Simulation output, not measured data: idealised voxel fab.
The process module presented herein is designated voxel wiring stack.
The cross-section shown here is cut; it is 260 nm wide and divided into square cells measuring 5 nm on a side.
Each cross-section below is a grid of square cells, stated as bands in top-down order, with one or more rows of cells making up each band. Read a band's entry like this: the first values are the height of its top and the height of its bottom in nm, and what follows is the sequence of materials from left to right, each with its width in nm. Note that "empty" is empty space, and that a single material marked "throughout" reaches across the band from edge to edge. Height reference: 0 = level under which incoming wafer is all one material. Lowest band: no bottom, runs on downward, e.g. "0 -> down". So if you see something like "30..40" for the width, read it as the top row of the band sitting at the first number and the bottom row at the second, with every row in between moving by the same amount as the last. What does "nothing was modified" mean for a step? It means no cell of the cross-section changed in that step. The entry "Encapsulated voids" lists the empty spaces that cover at least 8 cells and have no open path to the top. Each is written as width x height at distance, where the distance is measured from the left edge and all three values are in nm. Formally, on a step line, whatever follows the settings is a remark that the simulator itself makes on the step. Steps that use a mask can have "overlay nm" on their line. It says how far the mask sat to the right of where it was meant to be. Negative means to the left. What follows is a series of pairs. Each pair shows a cross-section before one process step and the cross-section after it, and the after view is drawn only down to the lowest band that changed. Beneath each pair is the step that lies between the two, with its settings. Pairs may come from different runs of this module on the same starting wafer, so a pair continues from the one above it only where its entry headed "Cross-section, before" says so.

# Cross-section, before
    125 -> 110 = 40 nm aC  15 nm empty  35 nm aC  15 nm empty  35 nm aC  15 nm empty  35 nm aC  15 nm empty  55 nm aC
    110 -> 95 = 40 nm SiO2  15 nm empty  35 nm SiO2  15 nm empty  35 nm SiO2  15 nm empty  35 nm SiO2  15 nm empty  55 nm SiO2
    95 -> 90 = SiCN throughout
    90 -> 65 = 45 nm SiO2  15 nm Cu  35 nm SiO2  15 nm Cu  35 nm SiO2  15 nm Cu  35 nm SiO2  15 nm Cu  50 nm SiO2
    65 -> 60 = 40 nm SiCN  25 nm SiO2  25 nm SiCN  25 nm SiO2  25 nm SiCN  25 nm SiO2  25 nm SiCN  25 nm SiO2  45 nm SiCN
    60 -> 45 = 40 nm lowk  15 nm Ru  85 nm lowk  15 nm Ru  105 nm lowk
    45 -> 40 = 40 nm SiCN  15 nm Ru  85 nm SiCN  15 nm Ru  105 nm SiCN
    40 -> 20 = 40 nm lowk  5 nm TiN  15 nm Cu  5 nm TiN  25 nm lowk  5 nm TiN  15 nm Cu  5 nm TiN  25 nm lowk  5 nm TiN  15 nm Cu  5 nm TiN  25 nm lowk  5 nm TiN  15 nm Cu  5 nm TiN  45 nm lowk
    20 -> 15 = 40 nm SiCN  25 nm TiN  25 nm SiCN  25 nm TiN  25 nm SiCN  25 nm TiN  25 nm SiCN  25 nm TiN  45 nm SiCN
    15 -> 0 = SiO2 throughout
    0 -> down = Si throughout
    Encapsulated voids: none

# Cut View, Post-Step
    125 -> 110 = 40 nm aC  15 nm empty  35 nm aC  15 nm empty  35 nm aC  15 nm empty  35 nm aC  15 nm empty  55 nm aC
    110 -> 95 = 40 nm SiO2  15 nm empty  35 nm SiO2  15 nm empty  35 nm SiO2  15 nm empty  35 nm SiO2  15 nm empty  55 nm SiO2
    95 -> 90 = 40 nm SiCN  15 nm empty  35 nm SiCN  15 nm empty  35 nm SiCN  15 nm empty  35 nm SiCN  15 nm empty  55 nm SiCN
    Under the height 90 nothing was changed.
    Encapsulated voids: none
Which operation links the two cross-sections above? DIRECTIONAL_ETCH, etch materials SiCN, depth nm 5

Cross-section, before: per the after cross-section of the pair just above.

# Cut View, Post-Step
    110 -> 95 = 40 nm SiO2  15 nm empty  35 nm SiO2  15 nm empty  35 nm SiO2  15 nm empty  35 nm SiO2  15 nm empty  55 nm SiO2
    Under the height 95 nothing was changed.
    Encapsulated voids: none
Which operation links the two cross-sections above? STRIP, etch materials aC

Cross-section, before: per the after cross-section of the pair just above.

# Cut View, Post-Step
    115 -> 110 = 45 nm TiN  5 nm empty  45 nm TiN  5 nm empty  45 nm TiN  5 nm empty  45 nm TiN  5 nm empty  60 nm TiN
    110 -> 95 = 40 nm SiO2  5 nm TiN  5 nm empty  5 nm TiN  35 nm SiO2  5 nm TiN  5 nm empty  5 nm TiN  35 nm SiO2  5 nm TiN  5 nm empty  5 nm TiN  35 nm SiO2  5 nm TiN  5 nm empty  5 nm TiN  55 nm SiO2
    95 -> 90 = 40 nm SiCN  15 nm TiN  35 nm SiCN  15 nm TiN  35 nm SiCN  15 nm TiN  35 nm SiCN  15 nm TiN  55 nm SiCN
    Under the height 90 nothing was changed.
    Encapsulated voids: none
Which operation links the two cross-sections above? CONFORMAL_DEP, material TiN, thk nm 5

Cross-section, before: per the after cross-section of the pair just above.

# Cut View, Post-Step
    125 -> 115 = Cu throughout
    115 -> 110 = 45 nm TiN  5 nm Cu  45 nm TiN  5 nm Cu  45 nm TiN  5 nm Cu  45 nm TiN  5 nm Cu  60 nm TiN
    110 -> 95 = 40 nm SiO2  5 nm TiN  5 nm Cu  5 nm TiN  35 nm SiO2  5 nm TiN  5 nm Cu  5 nm TiN  35 nm SiO2  5 nm TiN  5 nm Cu  5 nm TiN  35 nm SiO2  5 nm TiN  5 nm Cu  5 nm TiN  55 nm SiO2
    Under the height 95 nothing was changed.
    Encapsulated voids: none
Which operation links the two cross-sections above? FILL_DEP, material Cu, thk nm 10

Cross-section, before: per the after cross-section of the pair just above.

# Cut View, Post-Step
    110 -> 95 = 40 nm SiO2  5 nm TiN  5 nm Cu  5 nm TiN  35 nm SiO2  5 nm TiN  5 nm Cu  5 nm TiN  35 nm SiO2  5 nm TiN  5 nm Cu  5 nm TiN  35 nm SiO2  5 nm TiN  5 nm Cu  5 nm TiN  55 nm SiO2
    Under the height 95 nothing was changed.
    Encapsulated voids: none
Which operation links the two cross-sections above? CMP, height nm 110

Cross-section, before: per the after cross-section of the pair just above.

# Cut View, Post-Step
    115 -> 110 = TiN throughout
    Under the height 110 nothing was changed.
    Encapsulated voids: none
Which operation links the two cross-sections above? DIRECTIONAL_DEP, material TiN, thk nm 5

Cross-section, before: per the after cross-section of the pair just above.

# Cut View, Post-Step
    135 -> 115 = Ru throughout
    Under the height 115 nothing was changed.
    Encapsulated voids: none
Which operation links the two cross-sections above? DIRECTIONAL_DEP, material Ru, thk nm 20

Cross-section, before: per the after cross-section of the pair just above.

# Cut View, Post-Step
    150 -> 135 = 40 nm empty  25 nm resist  25 nm empty  25 nm resist  25 nm empty  25 nm resist  25 nm empty  25 nm resist  45 nm empty
    Under the height 135 nothing was changed.
    Encapsulated voids: none
Which operation links the two cross-sections above? PATTERN, tone cover, mask id METAL_3, material resist, width nm 25, pitch nm 50, thk nm 15, overlay nm 0

Cross-section, before: per the after cross-section of the pair just above.

# Cut View, Post-Step
    150 -> 135 = 40 nm empty  25 nm resist  25 nm empty  25 nm resist  25 nm empty  25 nm resist  25 nm empty  25 nm resist  45 nm empty
    135 -> 115 = 40 nm empty  25 nm Ru  25 nm empty  25 nm Ru  25 nm empty  25 nm Ru  25 nm empty  25 nm Ru  45 nm empty
    Under the height 115 nothing was changed.
    Encapsulated voids: none
Which operation links the two cross-sections above? DIRECTIONAL_ETCH, etch materials Ru, depth nm 20

Cross-section, before: per the after cross-section of the pair just above.

# Cut View, Post-Step
    150 -> 135 = 40 nm empty  25 nm resist  25 nm empty  25 nm resist  25 nm empty  25 nm resist  25 nm empty  25 nm resist  45 nm empty
    135 -> 115 = 40 nm empty  25 nm Ru  25 nm empty  25 nm Ru  25 nm empty  25 nm Ru  25 nm empty  25 nm Ru  45 nm empty
    115 -> 110 = 40 nm empty  25 nm TiN  25 nm empty  25 nm TiN  25 nm empty  25 nm TiN  25 nm empty  25 nm TiN  45 nm empty
    Under the height 110 nothing was changed.
    Encapsulated voids: none
Which operation links the two cross-sections above? DIRECTIONAL_ETCH, etch materials TiN, depth nm 5

Cross-section, before: per the after cross-section of the pair just above.

# Cut View, Post-Step
    135 -> 115 = 40 nm empty  25 nm Ru  25 nm empty  25 nm Ru  25 nm empty  25 nm Ru  25 nm empty  25 nm Ru  45 nm empty
    Under the height 115 nothing was changed.
    Encapsulated voids: none
Which operation links the two cross-sections above? STRIP, etch materials resist

Cross-section, before: per the after cross-section of the pair just above.

# Cut View, Post-Step
    140 -> 135 = lowk throughout
    135 -> 115 = 40 nm lowk  25 nm Ru  25 nm lowk  25 nm Ru  25 nm lowk  25 nm Ru  25 nm lowk  25 nm Ru  45 nm lowk
    115 -> 110 = 40 nm lowk  25 nm TiN  25 nm lowk  25 nm TiN  25 nm lowk  25 nm TiN  25 nm lowk  25 nm TiN  45 nm lowk
    Under the height 110 nothing was changed.
    Encapsulated voids: none
Which operation links the two cross-sections above? FILL_DEP, material lowk, thk nm 5

Cross-section, before: per the after cross-section of the pair just above.

# Cut View, Post-Step
    135 -> 115 = 40 nm lowk  25 nm Ru  25 nm lowk  25 nm Ru  25 nm lowk  25 nm Ru  25 nm lowk  25 nm Ru  45 nm lowk
    Under the height 115 nothing was changed.
    Encapsulated voids: none
Which operation links the two cross-sections above? CMP, height nm 135

Cross-section, before: per the after cross-section of the pair just above.

# Cut View, Post-Step
    140 -> 135 = SiCN throughout
    Under the height 135 nothing was changed.
    Encapsulated voids: none
Which operation links the two cross-sections above? CONFORMAL_DEP, material SiCN, thk nm 5

Cross-section, before: per the after cross-section of the pair just above.

# Cut View, Post-Step
    160 -> 140 = lowk throughout
    Under the height 140 nothing was changed.
    Encapsulated voids: none
Which operation links the two cross-sections above? DIRECTIONAL_DEP, material lowk, thk nm 20

Cross-section, before: per the after cross-section of the pair just above.

# Cut View, Post-Step
    160 -> 140 = 40 nm lowk  15 nm empty  35 nm lowk  15 nm empty  35 nm lowk  15 nm empty  35 nm lowk  15 nm empty  55 nm lowk
    Under the height 140 nothing was changed.
    Encapsulated voids: none
Which operation links the two cross-sections above? MASKED_ETCH, tone open, mask id PLUG_3, width nm 15, pitch nm 50, etch materials lowk, depth nm 20, overlay nm 0

Cross-section, before: per the after cross-section of the pair just above.

# Cut View, Post-Step
    160 -> 140 = 40 nm lowk  15 nm empty  35 nm lowk  15 nm empty  35 nm lowk  15 nm empty  35 nm lowk  15 nm empty  55 nm lowk
    140 -> 135 = 40 nm SiCN  15 nm empty  35 nm SiCN  15 nm empty  35 nm SiCN  15 nm empty  35 nm SiCN  15 nm empty  55 nm SiCN
    Under the height 135 nothing was changed.
    Encapsulated voids: none
Which operation links the two cross-sections above? MASKED_ETCH, tone open, mask id PLUG_3, width nm 15, pitch nm 50, etch materials SiCN, depth nm 5, overlay nm 0

Cross-section, before: per the after cross-section of the pair just above.

# Cut View, Post-Step
    160 -> 145 = 40 nm lowk  15 nm empty  35 nm lowk  15 nm empty  35 nm lowk  15 nm empty  35 nm lowk  15 nm empty  55 nm lowk
    145 -> 140 = 40 nm lowk  15 nm Ru  35 nm lowk  15 nm Ru  35 nm lowk  15 nm Ru  35 nm lowk  15 nm Ru  55 nm lowk
    140 -> 135 = 40 nm SiCN  15 nm Ru  35 nm SiCN  15 nm Ru  35 nm SiCN  15 nm Ru  35 nm SiCN  15 nm Ru  55 nm SiCN
    Under the height 135 nothing was changed.
    Encapsulated voids: none
Which operation links the two cross-sections above? EPI, material Ru, thk nm 10

Cross-section, before: per the after cross-section of the pair just above.

# Cut View, Post-Step
    160 -> 155 = 40 nm lowk  15 nm empty  35 nm lowk  15 nm empty  35 nm lowk  15 nm empty  35 nm lowk  15 nm empty  55 nm lowk
    155 -> 140 = 40 nm lowk  15 nm Ru  35 nm lowk  15 nm Ru  35 nm lowk  15 nm Ru  35 nm lowk  15 nm Ru  55 nm lowk
    Under the height 140 nothing was changed.
    Encapsulated voids: none
Which operation links the two cross-sections above? EPI, material Ru, thk nm 10

Cross-section, before: per the after cross-section of the pair just above.

# Cut View, Post-Step
    160 -> 140 = 40 nm lowk  15 nm Ru  35 nm lowk  15 nm Ru  35 nm lowk  15 nm Ru  35 nm lowk  15 nm Ru  55 nm lowk
    Under the height 140 nothing was changed.
    Encapsulated voids: none
Which operation links the two cross-sections above? EPI, material Ru, thk nm 5

Cross-section, before: per the after cross-section of the pair just above.

# Cut View, Post-Step
    165 -> 160 = SiCN throughout
    Under the height 160 nothing was changed.
    Encapsulated voids: none
Which operation links the two cross-sections above? CONFORMAL_DEP, material SiCN, thk nm 5

Cross-section, before: per the after cross-section of the pair just above.

# Cut View, Post-Step
    180 -> 165 = lowk throughout
    Under the height 165 nothing was changed.
    Encapsulated voids: none
Which operation links the two cross-sections above? DIRECTIONAL_DEP, material lowk, thk nm 15

Cross-section, before: per the after cross-section of the pair just above.

# Cut View, Post-Step
    195 -> 180 = 40 nm resist  25 nm empty  25 nm resist  25 nm empty  25 nm resist  25 nm empty  25 nm resist  25 nm empty  45 nm resist
    Under the height 180 nothing was changed.
    Encapsulated voids: none
Which operation links the two cross-sections above? PATTERN, tone open, mask id METAL_4, material resist, width nm 25, pitch nm 50, thk nm 15, overlay nm 0

Cross-section, before: per the after cross-section of the pair just above.

# Cut View, Post-Step
    195 -> 180 = 40 nm resist  25 nm empty  25 nm resist  25 nm empty  25 nm resist  25 nm empty  25 nm resist  25 nm empty  45 nm resist
    180 -> 165 = 40 nm lowk  25 nm empty  25 nm lowk  25 nm empty  25 nm lowk  25 nm empty  25 nm lowk  25 nm empty  45 nm lowk
    Under the height 165 nothing was changed.
    Encapsulated voids: none
Which operation links the two cross-sections above? DIRECTIONAL_ETCH, etch materials lowk, depth nm 15

Cross-section, before: per the after cross-section of the pair just above.

# Cut View, Post-Step
    195 -> 180 = 40 nm resist  25 nm empty  25 nm resist  25 nm empty  25 nm resist  25 nm empty  25 nm resist  25 nm empty  45 nm resist
    180 -> 165 = 40 nm lowk  25 nm empty  25 nm lowk  25 nm empty  25 nm lowk  25 nm empty  25 nm lowk  25 nm empty  45 nm lowk
    165 -> 160 = 40 nm SiCN  25 nm empty  25 nm SiCN  25 nm empty  25 nm SiCN  25 nm empty  25 nm SiCN  25 nm empty  45 nm SiCN
    Under the height 160 nothing was changed.
    Encapsulated voids: none
Which operation links the two cross-sections above? DIRECTIONAL_ETCH, etch materials SiCN, depth nm 5

Cross-section, before: per the after cross-section of the pair just above.

# Cut View, Post-Step
    180 -> 165 = 40 nm lowk  25 nm empty  25 nm lowk  25 nm empty  25 nm lowk  25 nm empty  25 nm lowk  25 nm empty  45 nm lowk
    Under the height 165 nothing was changed.
    Encapsulated voids: none
Which operation links the two cross-sections above? STRIP, etch materials resist

Cross-section, before: per the after cross-section of the pair just above.

# Cut View, Post-Step
    185 -> 180 = 45 nm TiN  15 nm empty  35 nm TiN  15 nm empty  35 nm TiN  15 nm empty  35 nm TiN  15 nm empty  50 nm TiN
    180 -> 165 = 40 nm lowk  5 nm TiN  15 nm empty  5 nm TiN  25 nm lowk  5 nm TiN  15 nm empty  5 nm TiN  25 nm lowk  5 nm TiN  15 nm empty  5 nm TiN  25 nm lowk  5 nm TiN  15 nm empty  5 nm TiN  45 nm lowk
    165 -> 160 = 40 nm SiCN  25 nm TiN  25 nm SiCN  25 nm TiN  25 nm SiCN  25 nm TiN  25 nm SiCN  25 nm TiN  45 nm SiCN
    Under the height 160 nothing was changed.
    Encapsulated voids: none
Which operation links the two cross-sections above? CONFORMAL_DEP, material TiN, thk nm 5

Cross-section, before: per the after cross-section of the pair just above.

# Cut View, Post-Step
    190 -> 185 = Ru throughout
    185 -> 180 = 45 nm TiN  15 nm Ru  35 nm TiN  15 nm Ru  35 nm TiN  15 nm Ru  35 nm TiN  15 nm Ru  50 nm TiN
    180 -> 165 = 40 nm lowk  5 nm TiN  15 nm Ru  5 nm TiN  25 nm lowk  5 nm TiN  15 nm Ru  5 nm TiN  25 nm lowk  5 nm TiN  15 nm Ru  5 nm TiN  25 nm lowk  5 nm TiN  15 nm Ru  5 nm TiN  45 nm lowk
    Under the height 165 nothing was changed.
    Encapsulated voids: none
Which operation links the two cross-sections above? FILL_DEP, material Ru, thk nm 5

Cross-section, before: per the after cross-section of the pair just above.

# Cut View, Post-Step
    180 -> 165 = 40 nm lowk  5 nm TiN  15 nm Ru  5 nm TiN  25 nm lowk  5 nm TiN  15 nm Ru  5 nm TiN  25 nm lowk  5 nm TiN  15 nm Ru  5 nm TiN  25 nm lowk  5 nm TiN  15 nm Ru  5 nm TiN  45 nm lowk
    Under the height 165 nothing was changed.
    Encapsulated voids: none
Which operation links the two cross-sections above? CMP, height nm 180

Cross-section, before: per the after cross-section of the pair just above.

# Cut View, Post-Step
    185 -> 180 = SiCN throughout
    Under the height 180 nothing was changed.
    Encapsulated voids: none
Which operation links the two cross-sections above? CONFORMAL_DEP, material SiCN, thk nm 5

# Cross-section, before
    125 -> 110 = aC throughout
    110 -> 95 = SiO2 throughout
    95 -> 90 = SiCN throughout
    90 -> 65 = 40 nm SiO2  5 nm TiN  15 nm Cu  5 nm TiN  25 nm SiO2  5 nm TiN  15 nm Cu  5 nm TiN  25 nm SiO2  5 nm TiN  15 nm Cu  5 nm TiN  25 nm SiO2  5 nm TiN  15 nm Cu  5 nm TiN  45 nm SiO2
    65 -> 60 = 40 nm SiCN  25 nm TiN  25 nm SiCN  25 nm TiN  25 nm SiCN  25 nm TiN  25 nm SiCN  25 nm TiN  45 nm SiCN
    60 -> 45 = 40 nm lowk  15 nm Ru  85 nm lowk  15 nm Ru  105 nm lowk
    45 -> 40 = 40 nm SiCN  15 nm Ru  85 nm SiCN  15 nm Ru  105 nm SiCN
    40 -> 20 = 40 nm lowk  5 nm TiN  15 nm Cu  5 nm TiN  25 nm lowk  5 nm TiN  15 nm Cu  5 nm TiN  25 nm lowk  5 nm TiN  15 nm Cu  5 nm TiN  25 nm lowk  5 nm TiN  15 nm Cu  5 nm TiN  45 nm lowk
    20 -> 15 = 40 nm SiCN  25 nm TiN  25 nm SiCN  25 nm TiN  25 nm SiCN  25 nm TiN  25 nm SiCN  25 nm TiN  45 nm SiCN
    15 -> 0 = SiO2 throughout
    0 -> down = Si throughout
    Encapsulated voids: none

# Cut View, Post-Step
    155 -> 125 = 40 nm empty  15 nm resist  35 nm empty  15 nm resist  35 nm empty  15 nm resist  35 nm empty  15 nm resist  55 nm empty
    Under the height 125 nothing was changed.
    Encapsulated voids: none
Which operation links the two cross-sections above? PATTERN, tone cover, mask id PLUG_2, material resist, width nm 15, pitch nm 50, thk nm 30, overlay nm 0

Cross-section, before: per the after cross-section of the pair just above.

# Cut View, Post-Step
    140 -> 125 = 40 nm empty  15 nm resist  35 nm empty  15 nm resist  35 nm empty  15 nm resist  35 nm empty  15 nm resist  55 nm empty
    125 -> 110 = 40 nm empty  15 nm aC  35 nm empty  15 nm aC  35 nm empty  15 nm aC  35 nm empty  15 nm aC  55 nm empty
    Under the height 110 nothing was changed.
    Encapsulated voids: none
Which operation links the two cross-sections above? DIRECTIONAL_ETCH, etch materials aC, depth nm 15

Cross-section, before: per the after cross-section of the pair just above.

# Cut View, Post-Step
    125 -> 110 = 40 nm empty  15 nm aC  35 nm empty  15 nm aC  35 nm empty  15 nm aC  35 nm empty  15 nm aC  55 nm empty
    Under the height 110 nothing was changed.
    Encapsulated voids: none
Which operation links the two cross-sections above? STRIP, etch materials resist

Cross-section, before: per the after cross-section of the pair just above.

# Cut View, Post-Step
    125 -> 110 = 40 nm empty  15 nm aC  35 nm empty  15 nm aC  35 nm empty  15 nm aC  35 nm empty  15 nm aC  55 nm empty
    110 -> 95 = 40 nm empty  15 nm SiO2  35 nm empty  15 nm SiO2  35 nm empty  15 nm SiO2  35 nm empty  15 nm SiO2  55 nm empty
    Under the height 95 nothing was changed.
    Encapsulated voids: none
Which operation links the two cross-sections above? DIRECTIONAL_ETCH, etch materials SiO2, depth nm 15

Cross-section, before: per the after cross-section of the pair just above.

# Cut View, Post-Step
    125 -> 110 = 40 nm empty  15 nm aC  35 nm empty  15 nm aC  35 nm empty  15 nm aC  35 nm empty  15 nm aC  55 nm empty
    110 -> 95 = 40 nm empty  15 nm SiO2  35 nm empty  15 nm SiO2  35 nm empty  15 nm SiO2  35 nm empty  15 nm SiO2  55 nm empty
    95 -> 90 = 40 nm empty  15 nm SiCN  35 nm empty  15 nm SiCN  35 nm empty  15 nm SiCN  35 nm empty  15 nm SiCN  55 nm empty
    Under the height 90 nothing was changed.
    Encapsulated voids: none
Which operation links the two cross-sections above? DIRECTIONAL_ETCH, etch materials SiCN, depth nm 5

Cross-section, before: per the after cross-section of the pair just above.

# Cut View, Post-Step
    110 -> 95 = 40 nm empty  15 nm SiO2  35 nm empty  15 nm SiO2  35 nm empty  15 nm SiO2  35 nm empty  15 nm SiO2  55 nm empty
    Under the height 95 nothing was changed.
    Encapsulated voids: none
Which operation links the two cross-sections above? STRIP, etch materials aC

Cross-section, before: per the after cross-section of the pair just above.

# Cut View, Post-Step
    115 -> 110 = 35 nm empty  25 nm TiN  25 nm empty  25 nm TiN  25 nm empty  25 nm TiN  25 nm empty  25 nm TiN  50 nm empty
    110 -> 95 = 35 nm empty  5 nm TiN  15 nm SiO2  5 nm TiN  25 nm empty  5 nm TiN  15 nm SiO2  5 nm TiN  25 nm empty  5 nm TiN  15 nm SiO2  5 nm TiN  25 nm empty  5 nm TiN  15 nm SiO2  5 nm TiN  50 nm empty
    95 -> 90 = 40 nm TiN  15 nm SiCN  35 nm TiN  15 nm SiCN  35 nm TiN  15 nm SiCN  35 nm TiN  15 nm SiCN  55 nm TiN
    Under the height 90 nothing was changed.
    Encapsulated voids: none
Which operation links the two cross-sections above? CONFORMAL_DEP, material TiN, thk nm 5

Cross-section, before: per the after cross-section of the pair just above.

# Cut View, Post-Step
    125 -> 115 = Cu throughout
    115 -> 110 = 35 nm Cu  25 nm TiN  25 nm Cu  25 nm TiN  25 nm Cu  25 nm TiN  25 nm Cu  25 nm TiN  50 nm Cu
    110 -> 95 = 35 nm Cu  5 nm TiN  15 nm SiO2  5 nm TiN  25 nm Cu  5 nm TiN  15 nm SiO2  5 nm TiN  25 nm Cu  5 nm TiN  15 nm SiO2  5 nm TiN  25 nm Cu  5 nm TiN  15 nm SiO2  5 nm TiN  50 nm Cu
    Under the height 95 nothing was changed.
    Encapsulated voids: none
Which operation links the two cross-sections above? FILL_DEP, material Cu, thk nm 10

Cross-section, before: per the after cross-section of the pair just above.

# Cut View, Post-Step
    110 -> 95 = 35 nm Cu  5 nm TiN  15 nm SiO2  5 nm TiN  25 nm Cu  5 nm TiN  15 nm SiO2  5 nm TiN  25 nm Cu  5 nm TiN  15 nm SiO2  5 nm TiN  25 nm Cu  5 nm TiN  15 nm SiO2  5 nm TiN  50 nm Cu
    Under the height 95 nothing was changed.
    Encapsulated voids: none
Which operation links the two cross-sections above? CMP, height nm 110

Cross-section, before: per the after cross-section of the pair just above.

# Cut View, Post-Step
    115 -> 110 = TiN throughout
    Under the height 110 nothing was changed.
    Encapsulated voids: none
Which operation links the two cross-sections above? DIRECTIONAL_DEP, material TiN, thk nm 5

Cross-section, before: per the after cross-section of the pair just above.

# Cut View, Post-Step
    135 -> 115 = Ru throughout
    Under the height 115 nothing was changed.
    Encapsulated voids: none
Which operation links the two cross-sections above? DIRECTIONAL_DEP, material Ru, thk nm 20

Cross-section, before: per the after cross-section of the pair just above.

# Cut View, Post-Step
    150 -> 135 = 40 nm empty  25 nm resist  25 nm empty  25 nm resist  25 nm empty  25 nm resist  25 nm empty  25 nm resist  45 nm empty
    Under the height 135 nothing was changed.
    Encapsulated voids: none
Which operation links the two cross-sections above? PATTERN, tone cover, mask id METAL_3, material resist, width nm 25, pitch nm 50, thk nm 15, overlay nm 0

Cross-section, before: per the after cross-section of the pair just above.

# Cut View, Post-Step
    150 -> 135 = 40 nm empty  25 nm resist  25 nm empty  25 nm resist  25 nm empty  25 nm resist  25 nm empty  25 nm resist  45 nm empty
    135 -> 115 = 40 nm empty  25 nm Ru  25 nm empty  25 nm Ru  25 nm empty  25 nm Ru  25 nm empty  25 nm Ru  45 nm empty
    Under the height 115 nothing was changed.
    Encapsulated voids: none
Which operation links the two cross-sections above? DIRECTIONAL_ETCH, etch materials Ru, depth nm 20

Cross-section, before: per the after cross-section of the pair just above.

# Cut View, Post-Step
    150 -> 135 = 40 nm empty  25 nm resist  25 nm empty  25 nm resist  25 nm empty  25 nm resist  25 nm empty  25 nm resist  45 nm empty
    135 -> 115 = 40 nm empty  25 nm Ru  25 nm empty  25 nm Ru  25 nm empty  25 nm Ru  25 nm empty  25 nm Ru  45 nm empty
    115 -> 110 = 40 nm empty  25 nm TiN  25 nm empty  25 nm TiN  25 nm empty  25 nm TiN  25 nm empty  25 nm TiN  45 nm empty
    Under the height 110 nothing was changed.
    Encapsulated voids: none
Which operation links the two cross-sections above? DIRECTIONAL_ETCH, etch materials TiN, depth nm 5

Cross-section, before: per the after cross-section of the pair just above.

# Cut View, Post-Step
    135 -> 115 = 40 nm empty  25 nm Ru  25 nm empty  25 nm Ru  25 nm empty  25 nm Ru  25 nm empty  25 nm Ru  45 nm empty
    Under the height 115 nothing was changed.
    Encapsulated voids: none
Which operation links the two cross-sections above? STRIP, etch materials resist

Cross-section, before: per the after cross-section of the pair just above.

# Cut View, Post-Step
    140 -> 135 = lowk throughout
    135 -> 115 = 40 nm lowk  25 nm Ru  25 nm lowk  25 nm Ru  25 nm lowk  25 nm Ru  25 nm lowk  25 nm Ru  45 nm lowk
    115 -> 110 = 40 nm lowk  25 nm TiN  25 nm lowk  25 nm TiN  25 nm lowk  25 nm TiN  25 nm lowk  25 nm TiN  45 nm lowk
    Under the height 110 nothing was changed.
    Encapsulated voids: none
Which operation links the two cross-sections above? FILL_DEP, material lowk, thk nm 5

Cross-section, before: per the after cross-section of the pair just above.

# Cut View, Post-Step
    135 -> 115 = 40 nm lowk  25 nm Ru  25 nm lowk  25 nm Ru  25 nm lowk  25 nm Ru  25 nm lowk  25 nm Ru  45 nm lowk
    Under the height 115 nothing was changed.
    Encapsulated voids: none
Which operation links the two cross-sections above? CMP, height nm 135

Cross-section, before: per the after cross-section of the pair just above.

# Cut View, Post-Step
    140 -> 135 = SiCN throughout
    Under the height 135 nothing was changed.
    Encapsulated voids: none
Which operation links the two cross-sections above? CONFORMAL_DEP, material SiCN, thk nm 5

Cross-section, before: per the after cross-section of the pair just above.

# Cut View, Post-Step
    160 -> 140 = lowk throughout
    Under the height 140 nothing was changed.
    Encapsulated voids: none
Which operation links the two cross-sections above? DIRECTIONAL_DEP, material lowk, thk nm 20

Cross-section, before: per the after cross-section of the pair just above.

# Cut View, Post-Step
    160 -> 140 = 40 nm lowk  15 nm empty  35 nm lowk  15 nm empty  35 nm lowk  15 nm empty  35 nm lowk  15 nm empty  55 nm lowk
    Under the height 140 nothing was changed.
    Encapsulated voids: none
Which operation links the two cross-sections above? MASKED_ETCH, tone open, mask id PLUG_3, width nm 15, pitch nm 50, etch materials lowk, depth nm 20, overlay nm 0

Cross-section, before: per the after cross-section of the pair just above.

# Cut View, Post-Step
    160 -> 140 = 40 nm lowk  15 nm empty  35 nm lowk  15 nm empty  35 nm lowk  15 nm empty  35 nm lowk  15 nm empty  55 nm lowk
    140 -> 135 = 40 nm SiCN  15 nm empty  35 nm SiCN  15 nm empty  35 nm SiCN  15 nm empty  35 nm SiCN  15 nm empty  55 nm SiCN
    Under the height 135 nothing was changed.
    Encapsulated voids: none
Which operation links the two cross-sections above? MASKED_ETCH, tone open, mask id PLUG_3, width nm 15, pitch nm 50, etch materials SiCN, depth nm 5, overlay nm 0

Cross-section, before: per the after cross-section of the pair just above.

# Cut View, Post-Step
    160 -> 145 = 40 nm lowk  15 nm empty  35 nm lowk  15 nm empty  35 nm lowk  15 nm empty  35 nm lowk  15 nm empty  55 nm lowk
    145 -> 140 = 40 nm lowk  15 nm Ru  35 nm lowk  15 nm Ru  35 nm lowk  15 nm Ru  35 nm lowk  15 nm Ru  55 nm lowk
    140 -> 135 = 40 nm SiCN  15 nm Ru  35 nm SiCN  15 nm Ru  35 nm SiCN  15 nm Ru  35 nm SiCN  15 nm Ru  55 nm SiCN
    Under the height 135 nothing was changed.
    Encapsulated voids: none
Which operation links the two cross-sections above? EPI, material Ru, thk nm 10

Cross-section, before: per the after cross-section of the pair just above.

# Cut View, Post-Step
    160 -> 155 = 40 nm lowk  15 nm empty  35 nm lowk  15 nm empty  35 nm lowk  15 nm empty  35 nm lowk  15 nm empty  55 nm lowk
    155 -> 140 = 40 nm lowk  15 nm Ru  35 nm lowk  15 nm Ru  35 nm lowk  15 nm Ru  35 nm lowk  15 nm Ru  55 nm lowk
    Under the height 140 nothing was changed.
    Encapsulated voids: none
Which operation links the two cross-sections above? EPI, material Ru, thk nm 10

Cross-section, before: per the after cross-section of the pair just above.

# Cut View, Post-Step
    160 -> 140 = 40 nm lowk  15 nm Ru  35 nm lowk  15 nm Ru  35 nm lowk  15 nm Ru  35 nm lowk  15 nm Ru  55 nm lowk
    Under the height 140 nothing was changed.
    Encapsulated voids: none
Which operation links the two cross-sections above? EPI, material Ru, thk nm 5

Cross-section, before: per the after cross-section of the pair just above.

# Cut View, Post-Step
    165 -> 160 = SiCN throughout
    Under the height 160 nothing was changed.
    Encapsulated voids: none
Which operation links the two cross-sections above? CONFORMAL_DEP, material SiCN, thk nm 5

Cross-section, before: per the after cross-section of the pair just above.

# Cut View, Post-Step
    180 -> 165 = lowk throughout
    Under the height 165 nothing was changed.
    Encapsulated voids: none
Which operation links the two cross-sections above? DIRECTIONAL_DEP, material lowk, thk nm 15

Cross-section, before: per the after cross-section of the pair just above.

# Cut View, Post-Step
    195 -> 180 = 40 nm resist  25 nm empty  25 nm resist  25 nm empty  25 nm resist  25 nm empty  25 nm resist  25 nm empty  45 nm resist
    Under the height 180 nothing was changed.
    Encapsulated voids: none
Which operation links the two cross-sections above? PATTERN, tone open, mask id METAL_4, material resist, width nm 25, pitch nm 50, thk nm 15, overlay nm 0

Cross-section, before: per the after cross-section of the pair just above.

# Cut View, Post-Step
    195 -> 180 = 40 nm resist  25 nm empty  25 nm resist  25 nm empty  25 nm resist  25 nm empty  25 nm resist  25 nm empty  45 nm resist
    180 -> 165 = 40 nm lowk  25 nm empty  25 nm lowk  25 nm empty  25 nm lowk  25 nm empty  25 nm lowk  25 nm empty  45 nm lowk
    Under the height 165 nothing was changed.
    Encapsulated voids: none
Which operation links the two cross-sections above? DIRECTIONAL_ETCH, etch materials lowk, depth nm 15
